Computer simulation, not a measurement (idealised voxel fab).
Name of the process module below: voxel transistor to metal
Pictured: cross-section cut, 160 nm wide, on a grid of 5 nm square cells.
Each cross-section below is a grid of square cells, stated as bands in top-down order, with one or more rows of cells making up each band. Per band: top height and bottom height in nm, followed by the left-to-right materials and their widths in nm; "everywhere" marks a single material spanning edge to edge, "empty" marks empty space. Heights from 0 (as-received wafer is one material below). Bottom band endless downward, as "top 0, no bottom". Width spec "30 to 40" -> top row of cells at first value, bottom row at second value, equal per-row change in between. Reading "no change occurred" for a step: not a cell of the cross-section changed in it. Closed-off voids of 8+ cells (no open route to the top) go in "Unvented voids", written width x height at distance from the left edge, in nm. Whatever follows a step's settings on its line is a remark the simulator itself makes about that step. A step's line can hold "overlay nm"; with a mask on that step, the setting says how far right of the planned place the mask lay, while a negative setting says it lay to the left. Before/after cross-section pairs, one process step each; after shown to lowest changed band; step and settings beneath. Pairs may be from different runs of this module on the same starting wafer; a pair continues from the one above only where its "Before the process" entry says so.

## Before the process
    top 15, bottom 5  20 of empty, 115 of SiN, 25 of empty
    top 5, bottom 0  20 of empty, 115 of SiO2, 25 of empty
    top 0, bottom -60  20 of empty, 5 of SiO2, 105 of Si, 5 of SiO2, 25 of empty
    top -60, bottom -65  25 of SiO2, 105 of Si, 30 of SiO2
    top -65, no bottom  Si everywhere
    Unvented voids: none

## Sectional View, Post-Process
    top 30, bottom 15  SiO2 everywhere
    top 15, bottom 5  20 of SiO2, 115 of SiN, 25 of SiO2
    top 5, bottom 0  SiO2 everywhere
    top 0, bottom -65  25 of SiO2, 105 of Si, 30 of SiO2
    Beneath the level -65, the cross-section is identical to its previous state.
    Unvented voids: none
Which step turns the before cross-section above into the after cross-section? FILL_DEP, material SiO2, thk nm 15

Before the process: see preceding pair, after cross-section.

## Sectional View, Post-Process
    top 15, bottom 5  20 of SiO2, 115 of SiN, 25 of SiO2
    Beneath the level 5, the cross-section is identical to its previous state.
    Unvented voids: none
Which step turns the before cross-section above into the after cross-section? CMP, height nm 15

Before the process: see preceding pair, after cross-section.

## Sectional View, Post-Process
    top 15, bottom 5  20 of empty, 115 of SiN, 25 of empty
    Beneath the level 5, the cross-section is identical to its previous state.
    Unvented voids: none
Which step turns the before cross-section above into the after cross-section? SELECTIVE_ETCH, etch materials SiO2, depth nm 10

Before the process: see preceding pair, after cross-section.

## Sectional View, Post-Process
    top 5, bottom 0  SiO2 everywhere
    Beneath the level 0, the cross-section is identical to its previous state.
    Unvented voids: none
Which step turns the before cross-section above into the after cross-section? STRIP, etch materials SiN

Before the process: see preceding pair, after cross-section.

## Sectional View, Post-Process
    top 0, bottom -65  25 of SiO2, 105 of Si, 30 of SiO2
    Beneath the level -65, the cross-section is identical to its previous state.
    Unvented voids: none
Which step turns the before cross-section above into the after cross-section? SELECTIVE_ETCH, etch materials SiO2, depth nm 5

Before the process: see preceding pair, after cross-section.

## Sectional View, Post-Process
    top 0, bottom -5  SiO2 everywhere
    Beneath the level -5, the cross-section is identical to its previous state.
    Unvented voids: none
Which step turns the before cross-section above into the after cross-section? OXIDIZE, depth nm 5

Before the process: see preceding pair, after cross-section.

## Sectional View, Post-Process
    top 25, bottom 0  polySi everywhere
    Beneath the level 0, the cross-section is identical to its previous state.
    Unvented voids: none
Which step turns the before cross-section above into the after cross-section? DIRECTIONAL_DEP, material polySi, thk nm 25

Before the process: see preceding pair, after cross-section.

## Sectional View, Post-Process
    top 35, bottom 25  SiCN everywhere
    Beneath the level 25, the cross-section is identical to its previous state.
    Unvented voids: none
Which step turns the before cross-section above into the after cross-section? DIRECTIONAL_DEP, material SiCN, thk nm 10

Before the process: see preceding pair, after cross-section.

## Sectional View, Post-Process
    top 55, bottom 35  65 of empty, 25 of resist, 70 of empty
    Beneath the level 35, the cross-section is identical to its previous state.
    Unvented voids: none
Which step turns the before cross-section above into the after cross-section? PATTERN, tone cover, mask id GATE, material resist, width nm 25, thk nm 20, overlay nm 0

Before the process: see preceding pair, after cross-section.

## Sectional View, Post-Process
    top 55, bottom 35  65 of empty, 25 of resist, 70 of empty
    top 35, bottom 25  65 of empty, 25 of SiCN, 70 of empty
    Beneath the level 25, the cross-section is identical to its previous state.
    Unvented voids: none
Which step turns the before cross-section above into the after cross-section? DIRECTIONAL_ETCH, etch materials SiCN, depth nm 20

Before the process: see preceding pair, after cross-section.

## Sectional View, Post-Process
    top 55, bottom 35  65 of empty, 25 of resist, 70 of empty
    top 35, bottom 25  65 of empty, 25 of SiCN, 70 of empty
    top 25, bottom 0  65 of empty, 25 of polySi, 70 of empty
    Beneath the level 0, the cross-section is identical to its previous state.
    Unvented voids: none
Which step turns the before cross-section above into the after cross-section? DIRECTIONAL_ETCH, etch materials polySi, depth nm 35

Before the process: see preceding pair, after cross-section.

## Sectional View, Post-Process
    top 35, bottom 25  65 of empty, 25 of SiCN, 70 of empty
    Beneath the level 25, the cross-section is identical to its previous state.
    Unvented voids: none
Which step turns the before cross-section above into the after cross-section? STRIP, etch materials resist

Before the process: see preceding pair, after cross-section.

## Sectional View, Post-Process
    top 40, bottom 35  60 of empty, 35 of SiO2, 65 of empty
    top 35, bottom 25  60 of empty, 5 of SiO2, 25 of SiCN, 5 of SiO2, 65 of empty
    top 25, bottom 5  60 of empty, 5 of SiO2, 25 of polySi, 5 of SiO2, 65 of empty
    top 5, bottom 0  65 of SiO2, 25 of polySi, 70 of SiO2
    Beneath the level 0, the cross-section is identical to its previous state.
    Unvented voids: none
Which step turns the before cross-section above into the after cross-section? CONFORMAL_DEP, material SiO2, thk nm 5

Before the process: see preceding pair, after cross-section.

## Sectional View, Post-Process
    top 35, bottom 25  60 of empty, 5 of SiO2, 25 of SiCN, 5 of SiO2, 65 of empty
    top 25, bottom 0  60 of empty, 5 of SiO2, 25 of polySi, 5 of SiO2, 65 of empty
    Beneath the level 0, the cross-section is identical to its previous state.
    Unvented voids: none
Which step turns the before cross-section above into the after cross-section? DIRECTIONAL_ETCH, etch materials SiO2, depth nm 5

Before the process: see preceding pair, after cross-section.

## Sectional View, Post-Process
    top 40, bottom 35  55 of empty, 45 of SiN, 60 of empty
    top 35, bottom 25  55 of empty, 5 of SiN, 5 of SiO2, 25 of SiCN, 5 of SiO2, 5 of SiN, 60 of empty
    top 25, bottom 5  55 of empty, 5 of SiN, 5 of SiO2, 25 of polySi, 5 of SiO2, 5 of SiN, 60 of empty
    top 5, bottom 0  60 of SiN, 5 of SiO2, 25 of polySi, 5 of SiO2, 65 of SiN
    Beneath the level 0, the cross-section is identical to its previous state.
    Unvented voids: none
Which step turns the before cross-section above into the after cross-section? CONFORMAL_DEP, material SiN, thk nm 5

Before the process: see preceding pair, after cross-section.

## Sectional View, Post-Process
    top 35, bottom 25  55 of empty, 5 of SiN, 5 of SiO2, 25 of SiCN, 5 of SiO2, 5 of SiN, 60 of empty
    top 25, bottom 0  55 of empty, 5 of SiN, 5 of SiO2, 25 of polySi, 5 of SiO2, 5 of SiN, 60 of empty
    Beneath the level 0, the cross-section is identical to its previous state.
    Unvented voids: none
Which step turns the before cross-section above into the after cross-section? DIRECTIONAL_ETCH, etch materials SiN, depth nm 5

Before the process: see preceding pair, after cross-section.

## Sectional View, Post-Process
    top 35, bottom 30  55 of empty, 5 of SiN, 5 of empty, 25 of SiCN, 5 of empty, 5 of SiN, 60 of empty
    top 30, bottom 25  55 of empty, 5 of SiN, 5 of SiO2, 25 of SiCN, 5 of SiO2, 5 of SiN, 60 of empty
    top 25, bottom 0  55 of empty, 5 of SiN, 5 of SiO2, 25 of polySi, 5 of SiO2, 5 of SiN, 60 of empty
    top 0, bottom -5  55 of empty, 45 of SiO2, 60 of empty
    Beneath the level -5, the cross-section is identical to its previous state.
    Unvented voids: none
Which step turns the before cross-section above into the after cross-section? DIRECTIONAL_ETCH, etch materials SiO2, depth nm 5

Before the process: see preceding pair, after cross-section.

## Sectional View, Post-Process
    top 35, bottom 30  55 of empty, 5 of SiN, 5 of empty, 25 of SiCN, 5 of empty, 5 of SiN, 60 of empty
    top 30, bottom 25  55 of empty, 5 of SiN, 5 of SiO2, 25 of SiCN, 5 of SiO2, 5 of SiN, 60 of empty
    top 25, bottom 0  55 of empty, 5 of SiN, 5 of SiO2, 25 of polySi, 5 of SiO2, 5 of SiN, 60 of empty
    top 0, bottom -5  20 of empty, 35 of pSi, 45 of SiO2, 35 of pSi, 25 of empty
    Beneath the level -5, the cross-section is identical to its previous state.
    Unvented voids: none
Which step turns the before cross-section above into the after cross-section? EPI, material pSi, thk nm 5

Before the process: see preceding pair, after cross-section.

## Sectional View, Post-Process
    top 45, bottom 35  SiO2 everywhere
    top 35, bottom 25  55 of SiO2, 5 of SiN, 5 of SiO2, 25 of SiCN, 5 of SiO2, 5 of SiN, 60 of SiO2
    top 25, bottom 0  55 of SiO2, 5 of SiN, 5 of SiO2, 25 of polySi, 5 of SiO2, 5 of SiN, 60 of SiO2
    top 0, bottom -5  20 of SiO2, 35 of pSi, 45 of SiO2, 35 of pSi, 25 of SiO2
    Beneath the level -5, the cross-section is identical to its previous state.
    Unvented voids: none
Which step turns the before cross-section above into the after cross-section? FILL_DEP, material SiO2, thk nm 10

Before the process: see preceding pair, after cross-section.

## Sectional View, Post-Process
    top 35, bottom 25  55 of SiO2, 5 of SiN, 5 of SiO2, 25 of SiCN, 5 of SiO2, 5 of SiN, 60 of SiO2
    Beneath the level 25, the cross-section is identical to its previous state.
    Unvented voids: none
Which step turns the before cross-section above into the after cross-section? CMP, height nm 35

Before the process: see preceding pair, after cross-section.

## Sectional View, Post-Process
    top 45, bottom 35  SiO2 everywhere
    Beneath the level 35, the cross-section is identical to its previous state.
    Unvented voids: none
Which step turns the before cross-section above into the after cross-section? DIRECTIONAL_DEP, material SiO2, thk nm 10

Before the process: see preceding pair, after cross-section.

## Sectional View, Post-Process
    top 45, bottom 35  25 of SiO2, 35 of empty, 35 of SiO2, 35 of empty, 30 of SiO2
    top 35, bottom 25  25 of SiO2, 30 of empty, 5 of SiN, 5 of SiO2, 25 of SiCN, 5 of SiO2, 5 of SiN, 30 of empty, 30 of SiO2
    top 25, bottom 0  25 of SiO2, 30 of empty, 5 of SiN, 5 of SiO2, 25 of polySi, 5 of SiO2, 5 of SiN, 30 of empty, 30 of SiO2
    Beneath the level 0, the cross-section is identical to its previous state.
    Unvented voids: none
Which step turns the before cross-section above into the after cross-section? MASKED_ETCH, tone open, mask id CONTACT, width nm 35, pitch nm 70, etch materials SiO2, depth nm 45, overlay nm 0

Before the process: see preceding pair, after cross-section.

## Sectional View, Post-Process
    top 50, bottom 45  30 of TiN, 25 of empty, 45 of TiN, 25 of empty, 35 of TiN
    top 45, bottom 35  25 of SiO2, 5 of TiN, 25 to 20 of empty, 5 to 10 of TiN, 35 of SiO2, 5 to 10 of TiN, 25 to 20 of empty, 5 of TiN, 30 of SiO2
    top 35, bottom 25  25 of SiO2, 5 of TiN, 20 of empty, 5 of TiN, 5 of SiN, 5 of SiO2, 25 of SiCN, 5 of SiO2, 5 of SiN, 5 of TiN, 20 of empty, 5 of TiN, 30 of SiO2
    top 25, bottom 5  25 of SiO2, 5 of TiN, 20 of empty, 5 of TiN, 5 of SiN, 5 of SiO2, 25 of polySi, 5 of SiO2, 5 of SiN, 5 of TiN, 20 of empty, 5 of TiN, 30 of SiO2
    top 5, bottom 0  25 of SiO2, 30 of TiN, 5 of SiN, 5 of SiO2, 25 of polySi, 5 of SiO2, 5 of SiN, 30 of TiN, 30 of SiO2
    Beneath the level 0, the cross-section is identical to its previous state.
    Unvented voids: none
Which step turns the before cross-section above into the after cross-section? CONFORMAL_DEP, material TiN, thk nm 5

Before the process: see preceding pair, after cross-section.

## Sectional View, Post-Process
    top 60, bottom 50  Ru everywhere
    top 50, bottom 45  30 of TiN, 25 of Ru, 45 of TiN, 25 of Ru, 35 of TiN
    top 45, bottom 35  25 of SiO2, 5 of TiN, 25 to 20 of Ru, 5 to 10 of TiN, 35 of SiO2, 5 to 10 of TiN, 25 to 20 of Ru, 5 of TiN, 30 of SiO2
    top 35, bottom 25  25 of SiO2, 5 of TiN, 20 of Ru, 5 of TiN, 5 of SiN, 5 of SiO2, 25 of SiCN, 5 of SiO2, 5 of SiN, 5 of TiN, 20 of Ru, 5 of TiN, 30 of SiO2
    top 25, bottom 5  25 of SiO2, 5 of TiN, 20 of Ru, 5 of TiN, 5 of SiN, 5 of SiO2, 25 of polySi, 5 of SiO2, 5 of SiN, 5 of TiN, 20 of Ru, 5 of TiN, 30 of SiO2
    Beneath the level 5, the cross-section is identical to its previous state.
    Unvented voids: none
Which step turns the before cross-section above into the after cross-section? FILL_DEP, material Ru, thk nm 10

Before the process: see preceding pair, after cross-section.

## Sectional View, Post-Process
    top 45, bottom 35  25 of SiO2, 5 of TiN, 25 to 20 of Ru, 5 to 10 of TiN, 35 of SiO2, 5 to 10 of TiN, 25 to 20 of Ru, 5 of TiN, 30 of SiO2
    Beneath the level 35, the cross-section is identical to its previous state.
    Unvented voids: none
Which step turns the before cross-section above into the after cross-section? CMP, height nm 45

Before the process: see preceding pair, after cross-section.

## Sectional View, Post-Process
    top 50, bottom 45  SiN everywhere
    Beneath the level 45, the cross-section is identical to its previous state.
    Unvented voids: none
Which step turns the before cross-section above into the after cross-section? CONFORMAL_DEP, material SiN, thk nm 5

Before the process: see preceding pair, after cross-section.

## Sectional View, Post-Process
    top 70, bottom 50  lowk everywhere
    Beneath the level 50, the cross-section is identical to its previous state.
    Unvented voids: none
Which step turns the before cross-section above into the after cross-section? DIRECTIONAL_DEP, material lowk, thk nm 20

Before the process: see preceding pair, after cross-section.

## Sectional View, Post-Process
    top 90, bottom 70  25 of resist, 20 of empty, 65 of resist, 20 of empty, 30 of resist
    Beneath the level 70, the cross-section is identical to its previous state.
    Unvented voids: none
Which step turns the before cross-section above into the after cross-section? PATTERN, tone open, mask id METAL_1, material resist, width nm 20, pitch nm 85, thk nm 20, overlay nm 0

Before the process: see preceding pair, after cross-section.

## Sectional View, Post-Process
    top 90, bottom 70  25 of resist, 20 of empty, 65 of resist, 20 of empty, 30 of resist
    top 70, bottom 50  25 of lowk, 20 of empty, 65 of lowk, 20 of empty, 30 of lowk
    Beneath the level 50, the cross-section is identical to its previous state.
    Unvented voids: none
Which step turns the before cross-section above into the after cross-section? DIRECTIONAL_ETCH, etch materials lowk, depth nm 20

Before the process: see preceding pair, after cross-section.

## Sectional View, Post-Process
    top 90, bottom 70  25 of resist, 20 of empty, 65 of resist, 20 of empty, 30 of resist
    top 70, bottom 50  25 of lowk, 20 of empty, 65 of lowk, 20 of empty, 30 of lowk
    top 50, bottom 45  25 of SiN, 20 of empty, 65 of SiN, 20 of empty, 30 of SiN
    Beneath the level 45, the cross-section is identical to its previous state.
    Unvented voids: none
Which step turns the before cross-section above into the after cross-section? DIRECTIONAL_ETCH, etch materials SiN, depth nm 5

Before the process: see preceding pair, after cross-section.

## Sectional View, Post-Process
    top 70, bottom 50  25 of lowk, 20 of empty, 65 of lowk, 20 of empty, 30 of lowk
    Beneath the level 50, the cross-section is identical to its previous state.
    Unvented voids: none
Which step turns the before cross-section above into the after cross-section? STRIP, etch materials resist

Before the process: see preceding pair, after cross-section.

## Sectional View, Post-Process
    top 75, bottom 70  30 of TiN, 10 of empty, 75 of TiN, 10 of empty, 35 of TiN
    top 70, bottom 50  25 of lowk, 5 of TiN, 10 of empty, 5 of TiN, 65 of lowk, 5 of TiN, 10 of empty, 5 of TiN, 30 of lowk
    top 50, bottom 45  25 of SiN, 20 of TiN, 65 of SiN, 20 of TiN, 30 of SiN
    Beneath the level 45, the cross-section is identical to its previous state.
    Unvented voids: none
Which step turns the before cross-section above into the after cross-section? CONFORMAL_DEP, material TiN, thk nm 5

Before the process: see preceding pair, after cross-section.

## Sectional View, Post-Process
    top 80, bottom 75  W everywhere
    top 75, bottom 70  30 of TiN, 10 of W, 75 of TiN, 10 of W, 35 of TiN
    top 70, bottom 50  25 of lowk, 5 of TiN, 10 of W, 5 of TiN, 65 of lowk, 5 of TiN, 10 of W, 5 of TiN, 30 of lowk
    Beneath the level 50, the cross-section is identical to its previous state.
    Unvented voids: none
Which step turns the before cross-section above into the after cross-section? FILL_DEP, material W, thk nm 5

Before the process: see preceding pair, after cross-section.

## Sectional View, Post-Process
    top 70, bottom 50  25 of lowk, 5 of TiN, 10 of W, 5 of TiN, 65 of lowk, 5 of TiN, 10 of W, 5 of TiN, 30 of lowk
    Beneath the level 50, the cross-section is identical to its previous state.
    Unvented voids: none
Which step turns the before cross-section above into the after cross-section? CMP, height nm 70

Before the process: see preceding pair, after cross-section.

## Sectional View, Post-Process
    top 75, bottom 70  20 of empty, 30 of Ru, 55 of empty, 30 of Ru, 25 of empty
    Beneath the level 70, the cross-section is identical to its previous state.
    Unvented voids: none
Which step turns the before cross-section above into the after cross-section? EPI, material Ru, thk nm 5

Before the process: see preceding pair, after cross-section.

## Sectional View, Post-Process
    top 80, bottom 75  SiCN everywhere
    top 75, bottom 70  20 of SiCN, 30 of Ru, 55 of SiCN, 30 of Ru, 25 of SiCN
    Beneath the level 70, the cross-section is identical to its previous state.
    Unvented voids: none
Which step turns the before cross-section above into the after cross-section? FILL_DEP, material SiCN, thk nm 5

## Before the process
    top 45, bottom 35  25 of SiO2, 5 of TiN, 25 to 20 of Ru, 5 to 10 of TiN, 35 of SiO2, 5 to 10 of TiN, 25 to 20 of Ru, 5 of TiN, 30 of SiO2
    top 35, bottom 25  25 of SiO2, 5 of TiN, 20 of Ru, 5 of TiN, 5 of SiN, 5 of SiO2, 25 of SiCN, 5 of SiO2, 5 of SiN, 5 of TiN, 20 of Ru, 5 of TiN, 30 of SiO2
    top 25, bottom 5  25 of SiO2, 5 of TiN, 20 of Ru, 5 of TiN, 5 of SiN, 5 of SiO2, 25 of polySi, 5 of SiO2, 5 of SiN, 5 of TiN, 20 of Ru, 5 of TiN, 30 of SiO2
    top 5, bottom 0  25 of SiO2, 30 of TiN, 5 of SiN, 5 of SiO2, 25 of polySi, 5 of SiO2, 5 of SiN, 30 of TiN, 30 of SiO2
    top 0, bottom -5  20 of SiO2, 35 of pSi, 45 of SiO2, 35 of pSi, 25 of SiO2
    top -5, bottom -35  25 of SiO2, 105 of Si, 30 of SiO2
    top -35, no bottom  Si everywhere
    Unvented voids: none

## Sectional View, Post-Process
    top 65, bottom 45  lowk everywhere
    Beneath the level 45, the cross-section is identical to its previous state.
    Unvented voids: none
Which step turns the before cross-section above into the after cross-section? DIRECTIONAL_DEP, material lowk, thk nm 20

Before the process: see preceding pair, after cross-section.

## Sectional View, Post-Process
    top 70, bottom 65  SiN everywhere
    Beneath the level 65, the cross-section is identical to its previous state.
    Unvented voids: none
Which step turns the before cross-section above into the after cross-section? CONFORMAL_DEP, material SiN, thk nm 5

Before the process: see preceding pair, after cross-section.

## Sectional View, Post-Process
    top 90, bottom 70  25 of resist, 20 of empty, 65 of resist, 20 of empty, 30 of resist
    Beneath the level 70, the cross-section is identical to its previous state.
    Unvented voids: none
Which step turns the before cross-section above into the after cross-section? PATTERN, tone open, mask id METAL_1, material resist, width nm 20, pitch nm 85, thk nm 20, overlay nm 0

Before the process: see preceding pair, after cross-section.

## Sectional View, Post-Process
    top 90, bottom 70  25 of resist, 20 of empty, 65 of resist, 20 of empty, 30 of resist
    top 70, bottom 65  25 of SiN, 20 of empty, 65 of SiN, 20 of empty, 30 of SiN
    Beneath the level 65, the cross-section is identical to its previous state.
    Unvented voids: none
Which step turns the before cross-section above into the after cross-section? DIRECTIONAL_ETCH, etch materials SiN, depth nm 5

Before the process: see preceding pair, after cross-section.

## Sectional View, Post-Process
    top 70, bottom 65  25 of SiN, 20 of empty, 65 of SiN, 20 of empty, 30 of SiN
    Beneath the level 65, the cross-section is identical to its previous state.
    Unvented voids: none
Which step turns the before cross-section above into the after cross-section? STRIP, etch materials resist

Before the process: see preceding pair, after cross-section.

## Sectional View, Post-Process
    top 75, bottom 70  30 of TiN, 10 of empty, 75 of TiN, 10 of empty, 35 of TiN
    top 70, bottom 65  25 of SiN, 20 of TiN, 65 of SiN, 20 of TiN, 30 of SiN
    Beneath the level 65, the cross-section is identical to its previous state.
    Unvented voids: none
Which step turns the before cross-section above into the after cross-section? CONFORMAL_DEP, material TiN, thk nm 5

Before the process: see preceding pair, after cross-section.

## Sectional View, Post-Process
    top 80, bottom 75  W everywhere
    top 75, bottom 70  30 of TiN, 10 of W, 75 of TiN, 10 of W, 35 of TiN
    Beneath the level 70, the cross-section is identical to its previous state.
    Unvented voids: none
Which step turns the before cross-section above into the after cross-section? FILL_DEP, material W, thk nm 5

Before the process: see preceding pair, after cross-section.

## Sectional View, Post-Process
    top 70, bottom 65  25 of SiN, 20 of TiN, 65 of SiN, 20 of TiN, 30 of SiN
    Beneath the level 65, the cross-section is identical to its previous state.
    Unvented voids: none
Which step turns the before cross-section above into the after cross-section? CMP, height nm 70

Before the process: see preceding pair, after cross-section.

## Sectional View, Post-Process
    top 75, bottom 70  20 of empty, 30 of Ru, 55 of empty, 30 of Ru, 25 of empty
    Beneath the level 70, the cross-section is identical to its previous state.
    Unvented voids: none
Which step turns the before cross-section above into the after cross-section? EPI, material Ru, thk nm 5

Before the process: see preceding pair, after cross-section.

## Sectional View, Post-Process
    top 80, bottom 75  SiCN everywhere
    top 75, bottom 70  20 of SiCN, 30 of Ru, 55 of SiCN, 30 of Ru, 25 of SiCN
    Beneath the level 70, the cross-section is identical to its previous state.
    Unvented voids: none
Which step turns the before cross-section above into the after cross-section? FILL_DEP, material SiCN, thk nm 5

## Before the process
    top 80, bottom 75  W everywhere
    top 75, bottom 70  30 of TiN, 10 of W, 75 of TiN, 10 of W, 35 of TiN
    top 70, bottom 50  25 of lowk, 5 of TiN, 10 of W, 5 of TiN, 65 of lowk, 5 of TiN, 10 of W, 5 of TiN, 30 of lowk
    top 50, bottom 45  25 of SiN, 20 of TiN, 65 of SiN, 20 of TiN, 30 of SiN
    top 45, bottom 35  25 of SiO2, 5 of TiN, 25 to 20 of Ru, 5 to 10 of TiN, 35 of SiO2, 5 to 10 of TiN, 25 to 20 of Ru, 5 of TiN, 30 of SiO2
    top 35, bottom 25  25 of SiO2, 5 of TiN, 20 of Ru, 5 of TiN, 5 of SiN, 5 of SiO2, 25 of SiCN, 5 of SiO2, 5 of SiN, 5 of TiN, 20 of Ru, 5 of TiN, 30 of SiO2
    top 25, bottom 5  25 of SiO2, 5 of TiN, 20 of Ru, 5 of TiN, 5 of SiN, 5 of SiO2, 25 of polySi, 5 of SiO2, 5 of SiN, 5 of TiN, 20 of Ru, 5 of TiN, 30 of SiO2
    top 5, bottom 0  25 of SiO2, 30 of TiN, 5 of SiN, 5 of SiO2, 25 of polySi, 5 of SiO2, 5 of SiN, 30 of TiN, 30 of SiO2
    top 0, bottom -5  20 of SiO2, 35 of pSi, 45 of SiO2, 35 of pSi, 25 of SiO2
    top -5, bottom -35  25 of SiO2, 105 of Si, 30 of SiO2
    top -35, no bottom  Si everywhere
    Unvented voids: none

## Sectional View, Post-Process
    top 60, bottom 50  25 of lowk, 5 of TiN, 10 of W, 5 of TiN, 65 of lowk, 5 of TiN, 10 of W, 5 of TiN, 30 of lowk
    Beneath the level 50, the cross-section is identical to its previous state.
    Unvented voids: none
Which step turns the before cross-section above into the after cross-section? CMP, height nm 60

Before the process: see preceding pair, after cross-section.

## Sectional View, Post-Process
    top 65, bottom 60  20 of empty, 30 of Ru, 55 of empty, 30 of Ru, 25 of empty
    Beneath the level 60, the cross-section is identical to its previous state.
    Unvented voids: none
Which step turns the before cross-section above into the after cross-section? EPI, material Ru, thk nm 5

Before the process: see preceding pair, after cross-section.

## Sectional View, Post-Process
    top 70, bottom 65  SiCN everywhere
    top 65, bottom 60  20 of SiCN, 30 of Ru, 55 of SiCN, 30 of Ru, 25 of SiCN
    Beneath the level 60, the cross-section is identical to its previous state.
    Unvented voids: none
Which step turns the before cross-section above into the after cross-section? FILL_DEP, material SiCN, thk nm 5

## Before the process
    top 45, bottom 35  SiO2 everywhere
    top 35, bottom 25  55 of SiO2, 5 of SiN, 5 of SiO2, 25 of SiCN, 5 of SiO2, 5 of SiN, 60 of SiO2
    top 25, bottom 0  55 of SiO2, 5 of SiN, 5 of SiO2, 25 of polySi, 5 of SiO2, 5 of SiN, 60 of SiO2
    top 0, bottom -5  20 of SiO2, 35 of pSi, 45 of SiO2, 35 of pSi, 25 of SiO2
    top -5, bottom -35  25 of SiO2, 105 of Si, 30 of SiO2
    top -35, no bottom  Si everywhere
    Unvented voids: none

## Sectional View, Post-Process
    top 45, bottom 35  30 of SiO2, 30 of empty, 40 of SiO2, 30 of empty, 30 of SiO2
    top 35, bottom 25  30 of SiO2, 25 of empty, 5 of SiN, 5 of SiO2, 25 of SiCN, 5 of SiO2, 5 of SiN, 30 of empty, 30 of SiO2
    top 25, bottom 0  30 of SiO2, 25 of empty, 5 of SiN, 5 of SiO2, 25 of polySi, 5 of SiO2, 5 of SiN, 30 of empty, 30 of SiO2
    Beneath the level 0, the cross-section is identical to its previous state.
    Unvented voids: none
Which step turns the before cross-section above into the after cross-section? MASKED_ETCH, tone open, mask id CONTACT, width nm 30, pitch nm 70, etch materials SiO2, depth nm 45, overlay nm 0

Before the process: see preceding pair, after cross-section.

## Sectional View, Post-Process
    top 50, bottom 45  35 of TiN, 20 of empty, 50 of TiN, 20 of empty, 35 of TiN
    top 45, bottom 35  30 of SiO2, 5 of TiN, 20 to 15 of empty, 5 to 10 of TiN, 40 of SiO2, 5 of TiN, 20 of empty, 5 of TiN, 30 of SiO2
    top 35, bottom 25  30 of SiO2, 5 of TiN, 15 of empty, 5 of TiN, 5 of SiN, 5 of SiO2, 25 of SiCN, 5 of SiO2, 5 of SiN, 5 of TiN, 20 of empty, 5 of TiN, 30 of SiO2
    top 25, bottom 5  30 of SiO2, 5 of TiN, 15 of empty, 5 of TiN, 5 of SiN, 5 of SiO2, 25 of polySi, 5 of SiO2, 5 of SiN, 5 of TiN, 20 of empty, 5 of TiN, 30 of SiO2
    top 5, bottom 0  30 of SiO2, 25 of TiN, 5 of SiN, 5 of SiO2, 25 of polySi, 5 of SiO2, 5 of SiN, 30 of TiN, 30 of SiO2
    Beneath the level 0, the cross-section is identical to its previous state.
    Unvented voids: none
Which step turns the before cross-section above into the after cross-section? CONFORMAL_DEP, material TiN, thk nm 5

Before the process: see preceding pair, after cross-section.

## Sectional View, Post-Process
    top 60, bottom 50  Ru everywhere
    top 50, bottom 45  35 of TiN, 20 of Ru, 50 of TiN, 20 of Ru, 35 of TiN
    top 45, bottom 35  30 of SiO2, 5 of TiN, 20 to 15 of Ru, 5 to 10 of TiN, 40 of SiO2, 5 of TiN, 20 of Ru, 5 of TiN, 30 of SiO2
    top 35, bottom 25  30 of SiO2, 5 of TiN, 15 of Ru, 5 of TiN, 5 of SiN, 5 of SiO2, 25 of SiCN, 5 of SiO2, 5 of SiN, 5 of TiN, 20 of Ru, 5 of TiN, 30 of SiO2
    top 25, bottom 5  30 of SiO2, 5 of TiN, 15 of Ru, 5 of TiN, 5 of SiN, 5 of SiO2, 25 of polySi, 5 of SiO2, 5 of SiN, 5 of TiN, 20 of Ru, 5 of TiN, 30 of SiO2
    Beneath the level 5, the cross-section is identical to its previous state.
    Unvented voids: none
Which step turns the before cross-section above into the after cross-section? FILL_DEP, material Ru, thk nm 10

Before the process: see preceding pair, after cross-section.

## Sectional View, Post-Process
    top 45, bottom 35  30 of SiO2, 5 of TiN, 20 to 15 of Ru, 5 to 10 of TiN, 40 of SiO2, 5 of TiN, 20 of Ru, 5 of TiN, 30 of SiO2
    Beneath the level 35, the cross-section is identical to its previous state.
    Unvented voids: none
Which step turns the before cross-section above into the after cross-section? CMP, height nm 45

Before the process: see preceding pair, after cross-section.

## Sectional View, Post-Process
    top 50, bottom 45  SiN everywhere
    Beneath the level 45, the cross-section is identical to its previous state.
    Unvented voids: none
Which step turns the before cross-section above into the after cross-section? CONFORMAL_DEP, material SiN, thk nm 5

Before the process: see preceding pair, after cross-section.

## Sectional View, Post-Process
    top 70, bottom 50  lowk everywhere
    Beneath the level 50, the cross-section is identical to its previous state.
    Unvented voids: none
Which step turns the before cross-section above into the after cross-section? DIRECTIONAL_DEP, material lowk, thk nm 20

Before the process: see preceding pair, after cross-section.

## Sectional View, Post-Process
    top 90, bottom 70  25 of resist, 20 of empty, 65 of resist, 20 of empty, 30 of resist
    Beneath the level 70, the cross-section is identical to its previous state.
    Unvented voids: none
Which step turns the before cross-section above into the after cross-section? PATTERN, tone open, mask id METAL_1, material resist, width nm 20, pitch nm 85, thk nm 20, overlay nm 0

Before the process: see preceding pair, after cross-section.

## Sectional View, Post-Process
    top 90, bottom 70  25 of resist, 20 of empty, 65 of resist, 20 of empty, 30 of resist
    top 70, bottom 50  25 of lowk, 20 of empty, 65 of lowk, 20 of empty, 30 of lowk
    Beneath the level 50, the cross-section is identical to its previous state.
    Unvented voids: none
Which step turns the before cross-section above into the after cross-section? DIRECTIONAL_ETCH, etch materials lowk, depth nm 20

Before the process: see preceding pair, after cross-section.

## Sectional View, Post-Process
    top 90, bottom 70  25 of resist, 20 of empty, 65 of resist, 20 of empty, 30 of resist
    top 70, bottom 50  25 of lowk, 20 of empty, 65 of lowk, 20 of empty, 30 of lowk
    top 50, bottom 45  25 of SiN, 20 of empty, 65 of SiN, 20 of empty, 30 of SiN
    Beneath the level 45, the cross-section is identical to its previous state.
    Unvented voids: none
Which step turns the before cross-section above into the after cross-section? DIRECTIONAL_ETCH, etch materials SiN, depth nm 5

Before the process: see preceding pair, after cross-section.

## Sectional View, Post-Process
    top 70, bottom 50  25 of lowk, 20 of empty, 65 of lowk, 20 of empty, 30 of lowk
    Beneath the level 50, the cross-section is identical to its previous state.
    Unvented voids: none
Which step turns the before cross-section above into the after cross-section? STRIP, etch materials resist
